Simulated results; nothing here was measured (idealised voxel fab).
A process module follows: voxel transistor to metal.
Square cells of 5 nm make up the cross-section cut, whose width is 145 nm.
Cross-section spec: square-cell grid; bands listed top down; each band is one or more rows. Heads up on the band format: heights come first, top then bottom, in nm. After that it's the materials left to right, each with its width in nm. A single material flagged "full width" fills the whole band edge to edge, and "blank" means there's empty space there. A quick word on heights: they are counted from 0, and under that level the wafer as it came to us is one material throughout. The lowest band is different from the rest in having no bottom; it simply continues downward, written as in "0 -> down". The expression "30..40" gives the width at the extremes of the band, the first number at its top row of cells and the second at its bottom row, with the width changing by equal amounts from each row to the next in between. "remained the same" after a step means that no cell of the cross-section changed. This entry, "Enclosed voids", enumerates those empty regions of no fewer than 8 cells that possess no open connection to the top. Each region is reported in the form width x height at distance, the distance being taken from the left edge, with all three quantities expressed in nm. On a step's line, text after the settings is the simulator commenting on that step. "overlay nm" on a masked step: distance the mask lay right of its planned place, negative for left.

Planned step list for the process
1 RECEIVE | material Si
2 OXIDIZE | depth nm 5
3 CONFORMAL_DEP | material SiN | thk nm 10
4 DIRECTIONAL_DEP | material aC | thk nm 10
5 PATTERN | tone cover | mask id ACTIVE | material resist | width nm 105 | thk nm 30 | overlay nm 0
6 DIRECTIONAL_ETCH | etch materials aC | depth nm 10
7 STRIP | etch materials resist
8 DIRECTIONAL_ETCH | etch materials SiN | depth nm 10
9 DIRECTIONAL_ETCH | etch materials SiO2 | depth nm 5
10 DIRECTIONAL_ETCH | etch materials Si | depth nm 25
11 STRIP | etch materials aC
12 FILL_DEP | material SiO2 | thk nm 5
13 CMP | height nm 10
14 SELECTIVE_ETCH | etch materials SiO2 | depth nm 10
15 STRIP | etch materials SiN
16 SELECTIVE_ETCH | etch materials SiO2 | depth nm 5
17 OXIDIZE | depth nm 5
18 DIRECTIONAL_DEP | material polySi | thk nm 30
19 DIRECTIONAL_DEP | material SiCN | thk nm 10
20 DIRECTIONAL_DEP | material aC | thk nm 15
21 PATTERN | tone cover | mask id GATE | material resist | width nm 35 | thk nm 30 | overlay nm 0
22 DIRECTIONAL_ETCH | etch materials aC | depth nm 15
23 STRIP | etch materials resist
24 DIRECTIONAL_ETCH | etch materials SiCN | depth nm 20
25 DIRECTIONAL_ETCH | etch materials polySi | depth nm 40
26 STRIP | etch materials aC
27 CONFORMAL_DEP | material SiN | thk nm 5
28 DIRECTIONAL_ETCH | etch materials SiN | depth nm 5
29 DIRECTIONAL_ETCH | etch materials SiO2 | depth nm 5
30 DIRECTIONAL_ETCH | etch materials Si | depth nm 5
31 EPI | material SiGe | thk nm 5
32 FILL_DEP | material SiO2 | thk nm 10
33 CMP | height nm 25
34 STRIP | etch materials polySi
35 SELECTIVE_ETCH | etch materials SiO2 | depth nm 5
36 CONFORMAL_DEP | material HfO2 | thk nm 5
37 CONFORMAL_DEP | material TiN | thk nm 5
38 FILL_DEP | material W | thk nm 5
39 CMP | height nm 20
40 DIRECTIONAL_DEP | material SiO2 | thk nm 15
41 DIRECTIONAL_DEP | material aC | thk nm 10
42 PATTERN | tone open | mask id CONTACT | material resist | width nm 15 | pitch nm 80 | thk nm 30 | overlay nm 0
43 DIRECTIONAL_ETCH | etch materials aC | depth nm 10
44 STRIP | etch materials resist
45 DIRECTIONAL_ETCH | etch materials SiO2 | depth nm 45
46 STRIP | etch materials aC
47 CONFORMAL_DEP | material TiN | thk nm 5
48 FILL_DEP | material Ru | thk nm 5
49 CMP | height nm 35
50 CONFORMAL_DEP | material SiCN | thk nm 5
51 DIRECTIONAL_DEP | material SiO2 | thk nm 25
52 MASKED_ETCH | tone open | mask id METAL_1 | width nm 15 | pitch nm 80 | etch materials SiO2 | depth nm 25 | overlay nm 0
53 MASKED_ETCH | tone open | mask id METAL_1 | width nm 15 | pitch nm 80 | etch materials SiCN | depth nm 5 | overlay nm 0
54 CONFORMAL_DEP | material TiN | thk nm 5
55 FILL_DEP | material Ru | thk nm 5
56 CMP | height nm 65
57 EPI | material Ru | thk nm 5
58 FILL_DEP | material SiCN | thk nm 5

Wafer at receipt (post step 1), cross-section
	0 -> down  Si full width
	Enclosed voids: none

First wafer of two, sectioned at end of module; run went per plan
	75 -> 70  SiCN full width
	70 -> 65  SiCN 20 / Ru 25 / SiCN 55 / Ru 25 / SiCN 20
	65 -> 40  SiO2 25 / TiN 5 / Ru 5 / TiN 5 / SiO2 65 / TiN 5 / Ru 5 / TiN 5 / SiO2 25
	40 -> 35  SiCN 25 / TiN 15 / SiCN 65 / TiN 15 / SiCN 25
	35 -> 20  SiO2 25 / TiN 5 / Ru 5 / TiN 5 / SiO2 65 / TiN 5 / Ru 5 / TiN 5 / SiO2 25
	20 -> 0  SiO2 25 / TiN 5 / Ru 5 / TiN 5 / SiO2 10 / SiN 5 / HfO2 5 / TiN 5 / W 15 / TiN 5 / HfO2 5 / SiN 5 / SiO2 10 / TiN 5 / Ru 5 / TiN 5 / SiO2 25
	0 -> -5  SiO2 25 / TiN 5 / Ru 5 / TiN 5 / SiO2 10 / SiN 5 / HfO2 5 / TiN 25 / HfO2 5 / SiN 5 / SiO2 10 / TiN 5 / Ru 5 / TiN 5 / SiO2 25
	-5 -> -10  SiO2 25 / TiN 15 / SiO2 5 / SiGe 5 / HfO2 45 / SiGe 5 / SiO2 5 / TiN 15 / SiO2 25
	-10 -> -15  SiO2 20 / SiGe 30 / Si 45 / SiGe 30 / SiO2 20
	-15 -> -30  SiO2 20 / Si 105 / SiO2 20
	-30 -> down  Si full width
	Enclosed voids: none

Cross-section of the latter of the two wafers at module completion. It had an identical start and an identical plan to the former; in running it, one mistake was made
	75 -> 70  SiCN full width
	70 -> 65  SiCN 20 / Ru 25 / SiCN 55 / Ru 25 / SiCN 20
	65 -> 40  SiO2 25 / TiN 5 / Ru 5 / TiN 5 / SiO2 65 / TiN 5 / Ru 5 / TiN 5 / SiO2 25
	40 -> 35  SiCN 25 / TiN 15 / SiCN 65 / TiN 15 / SiCN 25
	35 -> 20  SiO2 25 / TiN 5 / Ru 5 / TiN 5 / SiO2 65 / TiN 5 / Ru 5 / TiN 5 / SiO2 25
	20 -> 10  SiO2 25 / TiN 5 / Ru 5 / TiN 5 / SiO2 10 / SiN 5 / HfO2 5 / TiN 5 / W 15 / TiN 5 / HfO2 5 / SiN 5 / SiO2 10 / TiN 5 / Ru 5 / TiN 5 / SiO2 25
	10 -> 5  SiO2 25 / TiN 15 / SiO2 10 / SiN 5 / HfO2 5 / TiN 5 / W 15 / TiN 5 / HfO2 5 / SiN 5 / SiO2 10 / TiN 15 / SiO2 25
	5 -> 0  SiO2 50 / SiN 5 / HfO2 5 / TiN 5 / W 15 / TiN 5 / HfO2 5 / SiN 5 / SiO2 50
	0 -> -5  SiO2 50 / SiN 5 / HfO2 5 / TiN 25 / HfO2 5 / SiN 5 / SiO2 50
	-5 -> -10  SiO2 45 / SiGe 5 / HfO2 45 / SiGe 5 / SiO2 45
	-10 -> -15  SiO2 20 / SiGe 30 / Si 45 / SiGe 30 / SiO2 20
	-15 -> -30  SiO2 20 / Si 105 / SiO2 20
	-30 -> down  Si full width
	Enclosed voids: none
what went wrong: step 40 from the plan got run twice
Counted in cells at the end, the second wafer holds more or fewer of these materials than the first: Ru -6 | SiO2 +18 | TiN -12
